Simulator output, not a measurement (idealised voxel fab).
Name of the process module below: voxel gate over fins
In the cross-section labelled cut, the width is 275 nm and each square cell is 5 nm.
The cross-sections in this document take the form of a grid made of square cells. They are written out as bands, in order from top to bottom. Each band consists of one or more rows of cells. It is stipulated that each band's entry specify, in nanometres, the height of the top of the band and then that of its bottom, followed by the materials of the band in left-to-right sequence, each together with its width in nanometres. A single material marked by the word "everywhere" is understood to fill the band from edge to edge; the word "air" is understood to denote empty space. Beneath 0, the wafer as received is one material, and that level is where height counting begins. The lowest band goes on downward without a bottom; it is written like "from 0 down". You'd read "30 to 40" like this: the band's top row of cells is as wide as the first number, its bottom row is as wide as the second, and going down, every row changes width by the same amount as the row before did. Basically "nothing changed" means that step didn't change any cell in the cross-section. Look at "Completely enclosed voids" for the closed voids: empty spaces with no open path to the top, sized 8 cells or up. Each is width x height at distance, distance from the left edge, all nm. That trailing text on a step's line, after the settings, is the simulator's own remark on the step. Steps that use a mask can have "overlay nm" on their line. It says how far the mask sat to the right of where it was meant to be. Negative means to the left.

-- So here's the lineup of process steps we planned
1 RECEIVE with material Si
2 CONFORMAL_DEP with material SiN, thk nm 10
3 DIRECTIONAL_DEP with material aC, thk nm 15
4 PATTERN with tone cover, mask id FINS, material resist, width nm 15, pitch nm 60, thk nm 30, overlay nm 0
5 DIRECTIONAL_ETCH with etch materials aC, depth nm 15
6 STRIP with etch materials resist
7 DIRECTIONAL_ETCH with etch materials SiN, depth nm 10
8 DIRECTIONAL_ETCH with etch materials Si, depth nm 30
9 STRIP with etch materials aC
10 FILL_DEP with material SiO2, thk nm 10
11 CMP with height nm 10
12 DIRECTIONAL_DEP with material aC, thk nm 15
13 PATTERN with tone open, mask id RAIL, material resist, width nm 15, thk nm 35, overlay nm 0
14 DIRECTIONAL_ETCH with etch materials aC, depth nm 15
15 STRIP with etch materials resist
16 DIRECTIONAL_ETCH with etch materials SiO2, depth nm 35
17 STRIP with etch materials aC
18 CONFORMAL_DEP with material TiN, thk nm 5
19 FILL_DEP with material W, thk nm 10
20 CMP with height nm 10
21 SELECTIVE_ETCH with etch materials W Ru TiN, depth nm 25
22 FILL_DEP with material SiO2, thk nm 5
23 CMP with height nm 10
24 SELECTIVE_ETCH with etch materials SiO2, depth nm 20
25 STRIP with etch materials SiN
26 CONFORMAL_DEP with material HfO2, thk nm 5
27 CONFORMAL_DEP with material TiN, thk nm 5
28 CONFORMAL_DEP with material TiAl, thk nm 5
29 CONFORMAL_DEP with material TiN, thk nm 5
30 FILL_DEP with material W, thk nm 15
31 CMP with height nm 30
32 CONFORMAL_DEP with material SiN, thk nm 10
Same starting wafers, different width nm at step 13. Plan value belongs to the first wafer.

-- So this is the first of several wafers, cross-sectioned as it came to us, meaning it's at the end of step 1
> from 0 down: Si everywhere
> Completely enclosed voids: none

-- Every row in this table is a wafer at the end of the module, and it gives, for each of the materials, the cells that wafer has gained (+) or lost (-) since it was received, then its closed voids
width nm 15, +63 HfO2, -294 Si, +110 SiN, +190 SiO2, +63 TiAl, +131 TiN, +177 W, Completely enclosed voids: none
width nm 20, +63 HfO2, -294 Si, +110 SiN, +188 SiO2, +63 TiAl, +132 TiN, +178 W, Completely enclosed voids: none
width nm 25, +63 HfO2, -294 Si, +110 SiN, +186 SiO2, +63 TiAl, +133 TiN, +179 W, Completely enclosed voids: none
width nm 30, +63 HfO2, -294 Si, +110 SiN, +184 SiO2, +63 TiAl, +134 TiN, +180 W, Completely enclosed voids: none
